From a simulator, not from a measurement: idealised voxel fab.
voxel self aligned vias: a process module
Square cell edge 5 nm, section width 300 nm, ID cut.
Cross-section layout: square cells on a grid; listed as bands, top to bottom; a band spans one or more cell rows.
Band entry format. Leading values: height of top, height of bottom, nm. Remainder: materials in left-to-right order, each with its width in nm. Special words: "full width" on a single material, which then fills the band edge to edge; "empty", empty space.
It should be noted that heights are counted from 0, beneath which the wafer as supplied is of one material throughout, and that the lowest band possesses no lower boundary but continues downward, as written in "0 down".
Width "30->40": first value at the band's top row of cells, second value at its bottom row, equal change from row to row.
Key: "identical to before" - step with no changed cell in the cross-section.
Entry "Closed void register" = empty spaces >= 8 cells with no open way to the top; each as width x height at distance, distance from left edge, all nm.
Step line, after settings: the simulator's comment on this step.
A step's line can hold "overlay nm"; with a mask on that step, the setting says how far right of the planned place the mask lay, while a negative setting says it lay to the left.
## Process steps (planned)
1. RECEIVE [material Si]
2. CONFORMAL_DEP [material SiO2] [thk nm 10]
3. CONFORMAL_DEP [material SiCN] [thk nm 5]
4. DIRECTIONAL_DEP [material lowk] [thk nm 30]
5. MASKED_ETCH [tone open] [mask id LINES] [width nm 20] [pitch nm 70] [etch materials lowk] [depth nm 30] [overlay nm 0]
6. CONFORMAL_DEP [material TiN] [thk nm 5]
7. FILL_DEP [material Ru] [thk nm 10]
8. CMP [height nm 45]
9. SELECTIVE_ETCH [etch materials W Ru TiN] [depth nm 10]
10. FILL_DEP [material SiN] [thk nm 5]
11. CMP [height nm 45]
12. DIRECTIONAL_DEP [material lowk] [thk nm 20]
13. DIRECTIONAL_DEP [material aC] [thk nm 15]
14. PATTERN [tone open] [mask id VIAS] [material resist] [width nm 40] [pitch nm 140] [thk nm 30] [overlay nm 0]
15. DIRECTIONAL_ETCH [etch materials aC] [depth nm 15]
16. STRIP [etch materials resist]
17. DIRECTIONAL_ETCH [etch materials lowk] [depth nm 20]
18. DIRECTIONAL_ETCH [etch materials SiN] [depth nm 10]
19. STRIP [etch materials aC]
20. CONFORMAL_DEP [material TiN] [thk nm 5]
21. FILL_DEP [material Cu] [thk nm 5]
22. CMP [height nm 65]
23. CONFORMAL_DEP [material SiCN] [thk nm 5]
## Wafer at receipt (post step 1), cross-section
  0 down: Si full width
  Closed void register: none
## End state of the module in cross-section, given the above starting point and plan and one mistake in execution
  70 to 65: SiCN full width
  65 to 50: 60 nm lowk; 5 nm TiN; 30 nm Cu; 5 nm TiN; 100 nm lowk; 5 nm TiN; 30 nm Cu; 5 nm TiN; 60 nm lowk
  50 to 45: 60 nm lowk; 40 nm TiN; 100 nm lowk; 40 nm TiN; 60 nm lowk
  45 to 35: 60 nm SiN; 10 nm TiN; 20 nm lowk; 10 nm TiN; 40 nm SiN; 20 nm lowk; 40 nm SiN; 10 nm TiN; 20 nm lowk; 10 nm TiN; 60 nm SiN
  35 to 20: 65 nm Ru; 5 nm TiN; 20 nm lowk; 5 nm TiN; 40 nm Ru; 5 nm TiN; 20 nm lowk; 5 nm TiN; 40 nm Ru; 5 nm TiN; 20 nm lowk; 5 nm TiN; 65 nm Ru
  20 to 15: 70 nm TiN; 20 nm lowk; 50 nm TiN; 20 nm lowk; 50 nm TiN; 20 nm lowk; 70 nm TiN
  15 to 10: SiCN full width
  10 to 0: SiO2 full width
  0 down: Si full width
  Closed void register: none
Deviation noted in wafer processing: step 5 ran differently from the plan; actual operation with settings: MASKED_ETCH [tone cover] [mask id LINES] [width nm 20] [pitch nm 70] [etch materials lowk] [depth nm 30] [overlay nm 0]
